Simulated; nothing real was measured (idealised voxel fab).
A process module follows: voxel wiring stack.
Cross-sectional view cut (width: 250 nm; square cell size: 5 nm).
A cross-section is written here as square cells arranged in a grid, and it is given in bands from the top down, each band taking up one or more rows of cells.
Per band: top height and bottom height in nm, followed by the left-to-right materials and their widths in nm; "full width" marks a single material spanning edge to edge, "blank" marks empty space.
Height datum 0, below which the as-received substrate wafer is one material. Lowest band open at the bottom, running downward: "0 nm and below".
Graded width ("30..40"): value in top row of band = first number; value in bottom row = second number; row-to-row change constant.
Basically "all unchanged" means that step didn't change any cell in the cross-section.
Entry "Closed void table". Content: empty spaces with no open connection to the top, size 8 cells or greater. Each: width x height at distance. Distance: from left edge. Unit: nm.
On a step's line, text after the settings is the simulator commenting on that step.
Regarding "overlay nm": on a step with a mask, it is the distance the mask lay to the right of its planned place; a negative value places it to the left.
Reading guide: pairs of cross-sections, before and after one process step; after view cut off at lowest changed band; step and settings listed under each pair. Pairs may stem from different runs of this module on the same starting wafer; continuity with the pair above only where the "Geometry before processing" entry states it.

Geometry before processing
0 nm and below: Si full width
Closed void table: none

Result of Step
10 nm to 0 nm: SiO2 full width
Anything lower than 0 is untouched.
Closed void table: none
Intermediate step for the cross-sections above: CONFORMAL_DEP [material SiO2] [thk nm 10]

Geometry before processing: the cross-section after the pair above

Result of Step
15 nm to 10 nm: SiN full width
Anything lower than 10 is untouched.
Closed void table: none
Intermediate step for the cross-sections above: CONFORMAL_DEP [material SiN] [thk nm 5]

Geometry before processing: the cross-section after the pair above

Result of Step
30 nm to 15 nm: lowk full width
Anything lower than 15 is untouched.
Closed void table: none
Intermediate step for the cross-sections above: DIRECTIONAL_DEP [material lowk] [thk nm 15]

Geometry before processing: the cross-section after the pair above

Result of Step
50 nm to 30 nm: resist 60 nm / blank 20 nm / resist 15 nm / blank 20 nm / resist 15 nm / blank 20 nm / resist 15 nm / blank 20 nm / resist 65 nm
Anything lower than 30 is untouched.
Closed void table: none
Intermediate step for the cross-sections above: PATTERN [tone open] [mask id METAL_1] [material resist] [width nm 20] [pitch nm 35] [thk nm 20] [overlay nm 0]

Geometry before processing: the cross-section after the pair above

Result of Step
50 nm to 30 nm: resist 60 nm / blank 20 nm / resist 15 nm / blank 20 nm / resist 15 nm / blank 20 nm / resist 15 nm / blank 20 nm / resist 65 nm
30 nm to 15 nm: lowk 60 nm / blank 20 nm / lowk 15 nm / blank 20 nm / lowk 15 nm / blank 20 nm / lowk 15 nm / blank 20 nm / lowk 65 nm
Anything lower than 15 is untouched.
Closed void table: none
Intermediate step for the cross-sections above: DIRECTIONAL_ETCH [etch materials lowk] [depth nm 15]

Geometry before processing: the cross-section after the pair above

Result of Step
50 nm to 30 nm: resist 60 nm / blank 20 nm / resist 15 nm / blank 20 nm / resist 15 nm / blank 20 nm / resist 15 nm / blank 20 nm / resist 65 nm
30 nm to 15 nm: lowk 60 nm / blank 20 nm / lowk 15 nm / blank 20 nm / lowk 15 nm / blank 20 nm / lowk 15 nm / blank 20 nm / lowk 65 nm
15 nm to 10 nm: SiN 60 nm / blank 20 nm / SiN 15 nm / blank 20 nm / SiN 15 nm / blank 20 nm / SiN 15 nm / blank 20 nm / SiN 65 nm
Anything lower than 10 is untouched.
Closed void table: none
Intermediate step for the cross-sections above: DIRECTIONAL_ETCH [etch materials SiN] [depth nm 5]

Geometry before processing: the cross-section after the pair above

Result of Step
30 nm to 15 nm: lowk 60 nm / blank 20 nm / lowk 15 nm / blank 20 nm / lowk 15 nm / blank 20 nm / lowk 15 nm / blank 20 nm / lowk 65 nm
Anything lower than 15 is untouched.
Closed void table: none
Intermediate step for the cross-sections above: STRIP [etch materials resist]

Geometry before processing: the cross-section after the pair above

Result of Step
35 nm to 30 nm: TiN 65 nm / blank 10 nm / TiN 25 nm / blank 10 nm / TiN 25 nm / blank 10 nm / TiN 25 nm / blank 10 nm / TiN 70 nm
30 nm to 15 nm: lowk 60 nm / TiN 5 nm / blank 10 nm / TiN 5 nm / lowk 15 nm / TiN 5 nm / blank 10 nm / TiN 5 nm / lowk 15 nm / TiN 5 nm / blank 10 nm / TiN 5 nm / lowk 15 nm / TiN 5 nm / blank 10 nm / TiN 5 nm / lowk 65 nm
15 nm to 10 nm: SiN 60 nm / TiN 20 nm / SiN 15 nm / TiN 20 nm / SiN 15 nm / TiN 20 nm / SiN 15 nm / TiN 20 nm / SiN 65 nm
Anything lower than 10 is untouched.
Closed void table: none
Intermediate step for the cross-sections above: CONFORMAL_DEP [material TiN] [thk nm 5]

Geometry before processing: the cross-section after the pair above

Result of Step
45 nm to 35 nm: Ru full width
35 nm to 30 nm: TiN 65 nm / Ru 10 nm / TiN 25 nm / Ru 10 nm / TiN 25 nm / Ru 10 nm / TiN 25 nm / Ru 10 nm / TiN 70 nm
30 nm to 15 nm: lowk 60 nm / TiN 5 nm / Ru 10 nm / TiN 5 nm / lowk 15 nm / TiN 5 nm / Ru 10 nm / TiN 5 nm / lowk 15 nm / TiN 5 nm / Ru 10 nm / TiN 5 nm / lowk 15 nm / TiN 5 nm / Ru 10 nm / TiN 5 nm / lowk 65 nm
Anything lower than 15 is untouched.
Closed void table: none
Intermediate step for the cross-sections above: FILL_DEP [material Ru] [thk nm 10]

Geometry before processing: the cross-section after the pair above

Result of Step
30 nm to 15 nm: lowk 60 nm / TiN 5 nm / Ru 10 nm / TiN 5 nm / lowk 15 nm / TiN 5 nm / Ru 10 nm / TiN 5 nm / lowk 15 nm / TiN 5 nm / Ru 10 nm / TiN 5 nm / lowk 15 nm / TiN 5 nm / Ru 10 nm / TiN 5 nm / lowk 65 nm
Anything lower than 15 is untouched.
Closed void table: none
Intermediate step for the cross-sections above: CMP [height nm 30]

Geometry before processing: the cross-section after the pair above

Result of Step
35 nm to 30 nm: blank 55 nm / Ru 30 nm / blank 5 nm / Ru 30 nm / blank 5 nm / Ru 30 nm / blank 5 nm / Ru 30 nm / blank 60 nm
Anything lower than 30 is untouched.
Closed void table: none
Intermediate step for the cross-sections above: EPI [material Ru] [thk nm 5]

Geometry before processing: the cross-section after the pair above

Result of Step
40 nm to 35 nm: SiCN full width
35 nm to 30 nm: SiCN 55 nm / Ru 30 nm / SiCN 5 nm / Ru 30 nm / SiCN 5 nm / Ru 30 nm / SiCN 5 nm / Ru 30 nm / SiCN 60 nm
Anything lower than 30 is untouched.
Closed void table: none
Intermediate step for the cross-sections above: FILL_DEP [material SiCN] [thk nm 5]

Geometry before processing: the cross-section after the pair above

Result of Step
50 nm to 40 nm: lowk full width
Anything lower than 40 is untouched.
Closed void table: none
Intermediate step for the cross-sections above: DIRECTIONAL_DEP [material lowk] [thk nm 10]

Geometry before processing: the cross-section after the pair above

Result of Step
65 nm to 50 nm: aC full width
Anything lower than 50 is untouched.
Closed void table: none
Intermediate step for the cross-sections above: DIRECTIONAL_DEP [material aC] [thk nm 15]

Geometry before processing: the cross-section after the pair above

Result of Step
95 nm to 65 nm: resist 60 nm / blank 15 nm / resist 55 nm / blank 15 nm / resist 105 nm
Anything lower than 65 is untouched.
Closed void table: none
Intermediate step for the cross-sections above: PATTERN [tone open] [mask id PLUG_1] [material resist] [width nm 15] [pitch nm 70] [thk nm 30] [overlay nm 0]

Geometry before processing: the cross-section after the pair above

Result of Step
80 nm to 65 nm: resist 60 nm / blank 15 nm / resist 55 nm / blank 15 nm / resist 105 nm
65 nm to 50 nm: aC 60 nm / blank 15 nm / aC 55 nm / blank 15 nm / aC 105 nm
Anything lower than 50 is untouched.
Closed void table: none
Intermediate step for the cross-sections above: DIRECTIONAL_ETCH [etch materials aC] [depth nm 15]

Geometry before processing: the cross-section after the pair above

Result of Step
65 nm to 50 nm: aC 60 nm / blank 15 nm / aC 55 nm / blank 15 nm / aC 105 nm
Anything lower than 50 is untouched.
Closed void table: none
Intermediate step for the cross-sections above: STRIP [etch materials resist]

Geometry before processing: the cross-section after the pair above

Result of Step
65 nm to 50 nm: aC 60 nm / blank 15 nm / aC 55 nm / blank 15 nm / aC 105 nm
50 nm to 40 nm: lowk 60 nm / blank 15 nm / lowk 55 nm / blank 15 nm / lowk 105 nm
Anything lower than 40 is untouched.
Closed void table: none
Intermediate step for the cross-sections above: DIRECTIONAL_ETCH [etch materials lowk] [depth nm 10]

Geometry before processing: the cross-section after the pair above

Result of Step
65 nm to 50 nm: aC 60 nm / blank 15 nm / aC 55 nm / blank 15 nm / aC 105 nm
50 nm to 40 nm: lowk 60 nm / blank 15 nm / lowk 55 nm / blank 15 nm / lowk 105 nm
40 nm to 35 nm: SiCN 60 nm / blank 15 nm / SiCN 55 nm / blank 15 nm / SiCN 105 nm
Anything lower than 35 is untouched.
Closed void table: none
Intermediate step for the cross-sections above: DIRECTIONAL_ETCH [etch materials SiCN] [depth nm 5]

Geometry before processing: the cross-section after the pair above

Result of Step
50 nm to 40 nm: lowk 60 nm / blank 15 nm / lowk 55 nm / blank 15 nm / lowk 105 nm
Anything lower than 40 is untouched.
Closed void table: none
Intermediate step for the cross-sections above: STRIP [etch materials aC]

Geometry before processing: the cross-section after the pair above

Result of Step
50 nm to 45 nm: lowk 60 nm / blank 15 nm / lowk 55 nm / blank 15 nm / lowk 105 nm
45 nm to 40 nm: lowk 60 nm / Ru 15 nm / lowk 55 nm / Ru 15 nm / lowk 105 nm
40 nm to 35 nm: SiCN 60 nm / Ru 15 nm / SiCN 55 nm / Ru 15 nm / SiCN 105 nm
Anything lower than 35 is untouched.
Closed void table: none
Intermediate step for the cross-sections above: EPI [material Ru] [thk nm 10]

Geometry before processing: the cross-section after the pair above

Result of Step
50 nm to 40 nm: lowk 60 nm / Ru 15 nm / lowk 55 nm / Ru 15 nm / lowk 105 nm
Anything lower than 40 is untouched.
Closed void table: none
Intermediate step for the cross-sections above: EPI [material Ru] [thk nm 5]

Geometry before processing: the cross-section after the pair above

Result of Step
55 nm to 50 nm: TiN full width
Anything lower than 50 is untouched.
Closed void table: none
Intermediate step for the cross-sections above: DIRECTIONAL_DEP [material TiN] [thk nm 5]

Geometry before processing: the cross-section after the pair above

Result of Step
70 nm to 55 nm: W full width
Anything lower than 55 is untouched.
Closed void table: none
Intermediate step for the cross-sections above: DIRECTIONAL_DEP [material W] [thk nm 15]

Geometry before processing: the cross-section after the pair above

Result of Step
70 nm to 55 nm: blank 60 nm / W 20 nm / blank 15 nm / W 20 nm / blank 15 nm / W 20 nm / blank 15 nm / W 20 nm / blank 65 nm
Anything lower than 55 is untouched.
Closed void table: none
Intermediate step for the cross-sections above: MASKED_ETCH [tone cover] [mask id METAL_2] [width nm 20] [pitch nm 35] [etch materials W] [depth nm 15] [overlay nm 0]

Geometry before processing: the cross-section after the pair above

Result of Step
70 nm to 55 nm: blank 60 nm / W 20 nm / blank 15 nm / W 20 nm / blank 15 nm / W 20 nm / blank 15 nm / W 20 nm / blank 65 nm
55 nm to 50 nm: blank 60 nm / TiN 20 nm / blank 15 nm / TiN 20 nm / blank 15 nm / TiN 20 nm / blank 15 nm / TiN 20 nm / blank 65 nm
Anything lower than 50 is untouched.
Closed void table: none
Intermediate step for the cross-sections above: MASKED_ETCH [tone cover] [mask id METAL_2] [width nm 20] [pitch nm 35] [etch materials TiN] [depth nm 5] [overlay nm 0]

Geometry before processing: the cross-section after the pair above

Result of Step
75 nm to 70 nm: blank 55 nm / SiCN 30 nm / blank 5 nm / SiCN 30 nm / blank 5 nm / SiCN 30 nm / blank 5 nm / SiCN 30 nm / blank 60 nm
70 nm to 55 nm: blank 55 nm / SiCN 5 nm / W 20 nm / SiCN 5 nm / blank 5 nm / SiCN 5 nm / W 20 nm / SiCN 5 nm / blank 5 nm / SiCN 5 nm / W 20 nm / SiCN 5 nm / blank 5 nm / SiCN 5 nm / W 20 nm / SiCN 5 nm / blank 60 nm
55 nm to 50 nm: SiCN 60 nm / TiN 20 nm / SiCN 15 nm / TiN 20 nm / SiCN 15 nm / TiN 20 nm / SiCN 15 nm / TiN 20 nm / SiCN 65 nm
Anything lower than 50 is untouched.
Closed void table: none
Intermediate step for the cross-sections above: CONFORMAL_DEP [material SiCN] [thk nm 5]

Geometry before processing: the cross-section after the pair above

Result of Step
85 nm to 75 nm: lowk full width
75 nm to 70 nm: lowk 55 nm / SiCN 30 nm / lowk 5 nm / SiCN 30 nm / lowk 5 nm / SiCN 30 nm / lowk 5 nm / SiCN 30 nm / lowk 60 nm
70 nm to 55 nm: lowk 55 nm / SiCN 5 nm / W 20 nm / SiCN 5 nm / lowk 5 nm / SiCN 5 nm / W 20 nm / SiCN 5 nm / lowk 5 nm / SiCN 5 nm / W 20 nm / SiCN 5 nm / lowk 5 nm / SiCN 5 nm / W 20 nm / SiCN 5 nm / lowk 60 nm
Anything lower than 55 is untouched.
Closed void table: none
Intermediate step for the cross-sections above: FILL_DEP [material lowk] [thk nm 10]

Geometry before processing: the cross-section after the pair above

Result of Step
70 nm to 55 nm: lowk 55 nm / SiCN 5 nm / W 20 nm / SiCN 5 nm / lowk 5 nm / SiCN 5 nm / W 20 nm / SiCN 5 nm / lowk 5 nm / SiCN 5 nm / W 20 nm / SiCN 5 nm / lowk 5 nm / SiCN 5 nm / W 20 nm / SiCN 5 nm / lowk 60 nm
Anything lower than 55 is untouched.
Closed void table: none
Intermediate step for the cross-sections above: CMP [height nm 70]

Geometry before processing: the cross-section after the pair above

Result of Step
75 nm to 70 nm: SiCN full width
Anything lower than 70 is untouched.
Closed void table: none
Intermediate step for the cross-sections above: CONFORMAL_DEP [material SiCN] [thk nm 5]

Geometry before processing: the cross-section after the pair above

Result of Step
90 nm to 75 nm: lowk full width
Anything lower than 75 is untouched.
Closed void table: none
Intermediate step for the cross-sections above: DIRECTIONAL_DEP [material lowk] [thk nm 15]

Geometry before processing: the cross-section after the pair above

Result of Step
110 nm to 90 nm: resist 60 nm / blank 15 nm / resist 20 nm / blank 15 nm / resist 20 nm / blank 15 nm / resist 20 nm / blank 15 nm / resist 70 nm
Anything lower than 90 is untouched.
Closed void table: none
Intermediate step for the cross-sections above: PATTERN [tone open] [mask id PLUG_2] [material resist] [width nm 15] [pitch nm 35] [thk nm 20] [overlay nm 0]

Geometry before processing: the cross-section after the pair above

Result of Step
110 nm to 90 nm: resist 60 nm / blank 15 nm / resist 20 nm / blank 15 nm / resist 20 nm / blank 15 nm / resist 20 nm / blank 15 nm / resist 70 nm
90 nm to 75 nm: lowk 60 nm / blank 15 nm / lowk 20 nm / blank 15 nm / lowk 20 nm / blank 15 nm / lowk 20 nm / blank 15 nm / lowk 70 nm
Anything lower than 75 is untouched.
Closed void table: none
Intermediate step for the cross-sections above: DIRECTIONAL_ETCH [etch materials lowk] [depth nm 15]

Geometry before processing: the cross-section after the pair above

Result of Step
110 nm to 90 nm: resist 60 nm / blank 15 nm / resist 20 nm / blank 15 nm / resist 20 nm / blank 15 nm / resist 20 nm / blank 15 nm / resist 70 nm
90 nm to 75 nm: lowk 60 nm / blank 15 nm / lowk 20 nm / blank 15 nm / lowk 20 nm / blank 15 nm / lowk 20 nm / blank 15 nm / lowk 70 nm
75 nm to 70 nm: SiCN 60 nm / blank 15 nm / SiCN 20 nm / blank 15 nm / SiCN 20 nm / blank 15 nm / SiCN 20 nm / blank 15 nm / SiCN 70 nm
Anything lower than 70 is untouched.
Closed void table: none
Intermediate step for the cross-sections above: DIRECTIONAL_ETCH [etch materials SiCN] [depth nm 5]

Geometry before processing: the cross-section after the pair above

Result of Step
90 nm to 75 nm: lowk 60 nm / blank 15 nm / lowk 20 nm / blank 15 nm / lowk 20 nm / blank 15 nm / lowk 20 nm / blank 15 nm / lowk 70 nm
Anything lower than 75 is untouched.
Closed void table: none
Intermediate step for the cross-sections above: STRIP [etch materials resist]

Geometry before processing: the cross-section after the pair above

Result of Step
95 nm to 90 nm: TiN 65 nm / blank 5 nm / TiN 30 nm / blank 5 nm / TiN 30 nm / blank 5 nm / TiN 30 nm / blank 5 nm / TiN 75 nm
90 nm to 75 nm: lowk 60 nm / TiN 5 nm / blank 5 nm / TiN 5 nm / lowk 20 nm / TiN 5 nm / blank 5 nm / TiN 5 nm / lowk 20 nm / TiN 5 nm / blank 5 nm / TiN 5 nm / lowk 20 nm / TiN 5 nm / blank 5 nm / TiN 5 nm / lowk 70 nm
75 nm to 70 nm: SiCN 60 nm / TiN 15 nm / SiCN 20 nm / TiN 15 nm / SiCN 20 nm / TiN 15 nm / SiCN 20 nm / TiN 15 nm / SiCN 70 nm
Anything lower than 70 is untouched.
Closed void table: none
Intermediate step for the cross-sections above: CONFORMAL_DEP [material TiN] [thk nm 5]

Geometry before processing: the cross-section after the pair above

Result of Step
105 nm to 95 nm: Ru full width
95 nm to 90 nm: TiN 65 nm / Ru 5 nm / TiN 30 nm / Ru 5 nm / TiN 30 nm / Ru 5 nm / TiN 30 nm / Ru 5 nm / TiN 75 nm
90 nm to 75 nm: lowk 60 nm / TiN 5 nm / Ru 5 nm / TiN 5 nm / lowk 20 nm / TiN 5 nm / Ru 5 nm / TiN 5 nm / lowk 20 nm / TiN 5 nm / Ru 5 nm / TiN 5 nm / lowk 20 nm / TiN 5 nm / Ru 5 nm / TiN 5 nm / lowk 70 nm
Anything lower than 75 is untouched.
Closed void table: none
Intermediate step for the cross-sections above: FILL_DEP [material Ru] [thk nm 10]

Geometry before processing: the cross-section after the pair above

Result of Step
90 nm to 75 nm: lowk 60 nm / TiN 5 nm / Ru 5 nm / TiN 5 nm / lowk 20 nm / TiN 5 nm / Ru 5 nm / TiN 5 nm / lowk 20 nm / TiN 5 nm / Ru 5 nm / TiN 5 nm / lowk 20 nm / TiN 5 nm / Ru 5 nm / TiN 5 nm / lowk 70 nm
Anything lower than 75 is untouched.
Closed void table: none
Intermediate step for the cross-sections above: CMP [height nm 90]

Geometry before processing: the cross-section after the pair above

Result of Step
95 nm to 90 nm: TiN full width
Anything lower than 90 is untouched.
Closed void table: none
Intermediate step for the cross-sections above: DIRECTIONAL_DEP [material TiN] [thk nm 5]

Geometry before processing: the cross-section after the pair above

Result of Step
120 nm to 95 nm: W full width
Anything lower than 95 is untouched.
Closed void table: none
Intermediate step for the cross-sections above: DIRECTIONAL_DEP [material W] [thk nm 25]

Geometry before processing: the cross-section after the pair above

Result of Step
140 nm to 120 nm: blank 60 nm / resist 20 nm / blank 15 nm / resist 20 nm / blank 15 nm / resist 20 nm / blank 15 nm / resist 20 nm / blank 65 nm
Anything lower than 120 is untouched.
Closed void table: none
Intermediate step for the cross-sections above: PATTERN [tone cover] [mask id METAL_3] [material resist] [width nm 20] [pitch nm 35] [thk nm 20] [overlay nm 0]

Geometry before processing: the cross-section after the pair above

Result of Step
140 nm to 120 nm: blank 60 nm / resist 20 nm / blank 15 nm / resist 20 nm / blank 15 nm / resist 20 nm / blank 15 nm / resist 20 nm / blank 65 nm
120 nm to 95 nm: blank 60 nm / W 20 nm / blank 15 nm / W 20 nm / blank 15 nm / W 20 nm / blank 15 nm / W 20 nm / blank 65 nm
Anything lower than 95 is untouched.
Closed void table: none
Intermediate step for the cross-sections above: DIRECTIONAL_ETCH [etch materials W] [depth nm 25]

Geometry before processing: the cross-section after the pair above

Result of Step
140 nm to 120 nm: blank 60 nm / resist 20 nm / blank 15 nm / resist 20 nm / blank 15 nm / resist 20 nm / blank 15 nm / resist 20 nm / blank 65 nm
120 nm to 95 nm: blank 60 nm / W 20 nm / blank 15 nm / W 20 nm / blank 15 nm / W 20 nm / blank 15 nm / W 20 nm / blank 65 nm
95 nm to 90 nm: blank 60 nm / TiN 20 nm / blank 15 nm / TiN 20 nm / blank 15 nm / TiN 20 nm / blank 15 nm / TiN 20 nm / blank 65 nm
Anything lower than 90 is untouched.
Closed void table: none
Intermediate step for the cross-sections above: DIRECTIONAL_ETCH [etch materials TiN] [depth nm 5]

Geometry before processing: the cross-section after the pair above

Result of Step
120 nm to 95 nm: blank 60 nm / W 20 nm / blank 15 nm / W 20 nm / blank 15 nm / W 20 nm / blank 15 nm / W 20 nm / blank 65 nm
Anything lower than 95 is untouched.
Closed void table: none
Intermediate step for the cross-sections above: STRIP [etch materials resist]

Geometry before processing: the cross-section after the pair above

Result of Step
130 nm to 120 nm: SiO2 full width
120 nm to 95 nm: SiO2 60 nm / W 20 nm / SiO2 15 nm / W 20 nm / SiO2 15 nm / W 20 nm / SiO2 15 nm / W 20 nm / SiO2 65 nm
95 nm to 90 nm: SiO2 60 nm / TiN 20 nm / SiO2 15 nm / TiN 20 nm / SiO2 15 nm / TiN 20 nm / SiO2 15 nm / TiN 20 nm / SiO2 65 nm
Anything lower than 90 is untouched.
Closed void table: none
Intermediate step for the cross-sections above: FILL_DEP [material SiO2] [thk nm 10]

Geometry before processing: the cross-section after the pair above

Result of Step
120 nm to 95 nm: SiO2 60 nm / W 20 nm / SiO2 15 nm / W 20 nm / SiO2 15 nm / W 20 nm / SiO2 15 nm / W 20 nm / SiO2 65 nm
Anything lower than 95 is untouched.
Closed void table: none
Intermediate step for the cross-sections above: CMP [height nm 120]

Geometry before processing: the cross-section after the pair above

Result of Step
125 nm to 120 nm: SiCN full width
Anything lower than 120 is untouched.
Closed void table: none
Intermediate step for the cross-sections above: CONFORMAL_DEP [material SiCN] [thk nm 5]

Geometry before processing
50 nm to 40 nm: lowk 60 nm / Ru 15 nm / lowk 55 nm / Ru 15 nm / lowk 105 nm
40 nm to 35 nm: SiCN 60 nm / Ru 15 nm / SiCN 55 nm / Ru 15 nm / SiCN 105 nm
35 nm to 30 nm: SiCN 55 nm / Ru 30 nm / SiCN 5 nm / Ru 30 nm / SiCN 5 nm / Ru 30 nm / SiCN 5 nm / Ru 30 nm / SiCN 60 nm
30 nm to 15 nm: lowk 60 nm / TiN 5 nm / Ru 10 nm / TiN 5 nm / lowk 15 nm / TiN 5 nm / Ru 10 nm / TiN 5 nm / lowk 15 nm / TiN 5 nm / Ru 10 nm / TiN 5 nm / lowk 15 nm / TiN 5 nm / Ru 10 nm / TiN 5 nm / lowk 65 nm
15 nm to 10 nm: SiN 60 nm / TiN 20 nm / SiN 15 nm / TiN 20 nm / SiN 15 nm / TiN 20 nm / SiN 15 nm / TiN 20 nm / SiN 65 nm
10 nm to 0 nm: SiO2 full width
0 nm and below: Si full width
Closed void table: none

Result of Step
65 nm to 50 nm: W full width
Anything lower than 50 is untouched.
Closed void table: none
Intermediate step for the cross-sections above: DIRECTIONAL_DEP [material W] [thk nm 15]

Geometry before processing: the cross-section after the pair above

Result of Step
65 nm to 50 nm: blank 60 nm / W 20 nm / blank 15 nm / W 20 nm / blank 15 nm / W 20 nm / blank 15 nm / W 20 nm / blank 65 nm
Anything lower than 50 is untouched.
Closed void table: none
Intermediate step for the cross-sections above: MASKED_ETCH [tone cover] [mask id METAL_2] [width nm 20] [pitch nm 35] [etch materials W] [depth nm 15] [overlay nm 0]

Geometry before processing: the cross-section after the pair above

Result of Step
70 nm to 65 nm: blank 55 nm / SiCN 30 nm / blank 5 nm / SiCN 30 nm / blank 5 nm / SiCN 30 nm / blank 5 nm / SiCN 30 nm / blank 60 nm
65 nm to 55 nm: blank 55 nm / SiCN 5 nm / W 20 nm / SiCN 5 nm / blank 5 nm / SiCN 5 nm / W 20 nm / SiCN 5 nm / blank 5 nm / SiCN 5 nm / W 20 nm / SiCN 5 nm / blank 5 nm / SiCN 5 nm / W 20 nm / SiCN 5 nm / blank 60 nm
55 nm to 50 nm: SiCN 60 nm / W 20 nm / SiCN 15 nm / W 20 nm / SiCN 15 nm / W 20 nm / SiCN 15 nm / W 20 nm / SiCN 65 nm
Anything lower than 50 is untouched.
Closed void table: none
Intermediate step for the cross-sections above: CONFORMAL_DEP [material SiCN] [thk nm 5]

Geometry before processing: the cross-section after the pair above

Result of Step
80 nm to 70 nm: lowk full width
70 nm to 65 nm: lowk 55 nm / SiCN 30 nm / lowk 5 nm / SiCN 30 nm / lowk 5 nm / SiCN 30 nm / lowk 5 nm / SiCN 30 nm / lowk 60 nm
65 nm to 55 nm: lowk 55 nm / SiCN 5 nm / W 20 nm / SiCN 5 nm / lowk 5 nm / SiCN 5 nm / W 20 nm / SiCN 5 nm / lowk 5 nm / SiCN 5 nm / W 20 nm / SiCN 5 nm / lowk 5 nm / SiCN 5 nm / W 20 nm / SiCN 5 nm / lowk 60 nm
Anything lower than 55 is untouched.
Closed void table: none
Intermediate step for the cross-sections above: FILL_DEP [material lowk] [thk nm 10]

Geometry before processing: the cross-section after the pair above

Result of Step
70 nm to 65 nm: lowk 55 nm / SiCN 30 nm / lowk 5 nm / SiCN 30 nm / lowk 5 nm / SiCN 30 nm / lowk 5 nm / SiCN 30 nm / lowk 60 nm
Anything lower than 65 is untouched.
Closed void table: none
Intermediate step for the cross-sections above: CMP [height nm 70]

Geometry before processing: the cross-section after the pair above

Result of Step
75 nm to 70 nm: SiCN full width
Anything lower than 70 is untouched.
Closed void table: none
Intermediate step for the cross-sections above: CONFORMAL_DEP [material SiCN] [thk nm 5]

Geometry before processing: the cross-section after the pair above

Result of Step
90 nm to 75 nm: lowk full width
Anything lower than 75 is untouched.
Closed void table: none
Intermediate step for the cross-sections above: DIRECTIONAL_DEP [material lowk] [thk nm 15]

Geometry before processing: the cross-section after the pair above

Result of Step
110 nm to 90 nm: resist 60 nm / blank 15 nm / resist 20 nm / blank 15 nm / resist 20 nm / blank 15 nm / resist 20 nm / blank 15 nm / resist 70 nm
Anything lower than 90 is untouched.
Closed void table: none
Intermediate step for the cross-sections above: PATTERN [tone open] [mask id PLUG_2] [material resist] [width nm 15] [pitch nm 35] [thk nm 20] [overlay nm 0]

Geometry before processing: the cross-section after the pair above

Result of Step
110 nm to 90 nm: resist 60 nm / blank 15 nm / resist 20 nm / blank 15 nm / resist 20 nm / blank 15 nm / resist 20 nm / blank 15 nm / resist 70 nm
90 nm to 75 nm: lowk 60 nm / blank 15 nm / lowk 20 nm / blank 15 nm / lowk 20 nm / blank 15 nm / lowk 20 nm / blank 15 nm / lowk 70 nm
Anything lower than 75 is untouched.
Closed void table: none
Intermediate step for the cross-sections above: DIRECTIONAL_ETCH [etch materials lowk] [depth nm 15]

Geometry before processing: the cross-section after the pair above

Result of Step
110 nm to 90 nm: resist 60 nm / blank 15 nm / resist 20 nm / blank 15 nm / resist 20 nm / blank 15 nm / resist 20 nm / blank 15 nm / resist 70 nm
90 nm to 75 nm: lowk 60 nm / blank 15 nm / lowk 20 nm / blank 15 nm / lowk 20 nm / blank 15 nm / lowk 20 nm / blank 15 nm / lowk 70 nm
75 nm to 70 nm: SiCN 60 nm / blank 15 nm / SiCN 20 nm / blank 15 nm / SiCN 20 nm / blank 15 nm / SiCN 20 nm / blank 15 nm / SiCN 70 nm
Anything lower than 70 is untouched.
Closed void table: none
Intermediate step for the cross-sections above: DIRECTIONAL_ETCH [etch materials SiCN] [depth nm 5]

Geometry before processing: the cross-section after the pair above

Result of Step
90 nm to 75 nm: lowk 60 nm / blank 15 nm / lowk 20 nm / blank 15 nm / lowk 20 nm / blank 15 nm / lowk 20 nm / blank 15 nm / lowk 70 nm
Anything lower than 75 is untouched.
Closed void table: none
Intermediate step for the cross-sections above: STRIP [etch materials resist]

Geometry before processing: the cross-section after the pair above

Result of Step
95 nm to 90 nm: TiN 65 nm / blank 5 nm / TiN 30 nm / blank 5 nm / TiN 30 nm / blank 5 nm / TiN 30 nm / blank 5 nm / TiN 75 nm
90 nm to 75 nm: lowk 60 nm / TiN 5 nm / blank 5 nm / TiN 5 nm / lowk 20 nm / TiN 5 nm / blank 5 nm / TiN 5 nm / lowk 20 nm / TiN 5 nm / blank 5 nm / TiN 5 nm / lowk 20 nm / TiN 5 nm / blank 5 nm / TiN 5 nm / lowk 70 nm
75 nm to 70 nm: SiCN 60 nm / TiN 15 nm / SiCN 20 nm / TiN 15 nm / SiCN 20 nm / TiN 15 nm / SiCN 20 nm / TiN 15 nm / SiCN 70 nm
Anything lower than 70 is untouched.
Closed void table: none
Intermediate step for the cross-sections above: CONFORMAL_DEP [material TiN] [thk nm 5]

Geometry before processing: the cross-section after the pair above

Result of Step
105 nm to 95 nm: Ru full width
95 nm to 90 nm: TiN 65 nm / Ru 5 nm / TiN 30 nm / Ru 5 nm / TiN 30 nm / Ru 5 nm / TiN 30 nm / Ru 5 nm / TiN 75 nm
90 nm to 75 nm: lowk 60 nm / TiN 5 nm / Ru 5 nm / TiN 5 nm / lowk 20 nm / TiN 5 nm / Ru 5 nm / TiN 5 nm / lowk 20 nm / TiN 5 nm / Ru 5 nm / TiN 5 nm / lowk 20 nm / TiN 5 nm / Ru 5 nm / TiN 5 nm / lowk 70 nm
Anything lower than 75 is untouched.
Closed void table: none
Intermediate step for the cross-sections above: FILL_DEP [material Ru] [thk nm 10]

Geometry before processing: the cross-section after the pair above

Result of Step
90 nm to 75 nm: lowk 60 nm / TiN 5 nm / Ru 5 nm / TiN 5 nm / lowk 20 nm / TiN 5 nm / Ru 5 nm / TiN 5 nm / lowk 20 nm / TiN 5 nm / Ru 5 nm / TiN 5 nm / lowk 20 nm / TiN 5 nm / Ru 5 nm / TiN 5 nm / lowk 70 nm
Anything lower than 75 is untouched.
Closed void table: none
Intermediate step for the cross-sections above: CMP [height nm 90]

Geometry before processing: the cross-section after the pair above

Result of Step
95 nm to 90 nm: TiN full width
Anything lower than 90 is untouched.
Closed void table: none
Intermediate step for the cross-sections above: DIRECTIONAL_DEP [material TiN] [thk nm 5]

Geometry before processing: the cross-section after the pair above

Result of Step
120 nm to 95 nm: W full width
Anything lower than 95 is untouched.
Closed void table: none
Intermediate step for the cross-sections above: DIRECTIONAL_DEP [material W] [thk nm 25]

Geometry before processing: the cross-section after the pair above

Result of Step
140 nm to 120 nm: blank 60 nm / resist 20 nm / blank 15 nm / resist 20 nm / blank 15 nm / resist 20 nm / blank 15 nm / resist 20 nm / blank 65 nm
Anything lower than 120 is untouched.
Closed void table: none
Intermediate step for the cross-sections above: PATTERN [tone cover] [mask id METAL_3] [material resist] [width nm 20] [pitch nm 35] [thk nm 20] [overlay nm 0]
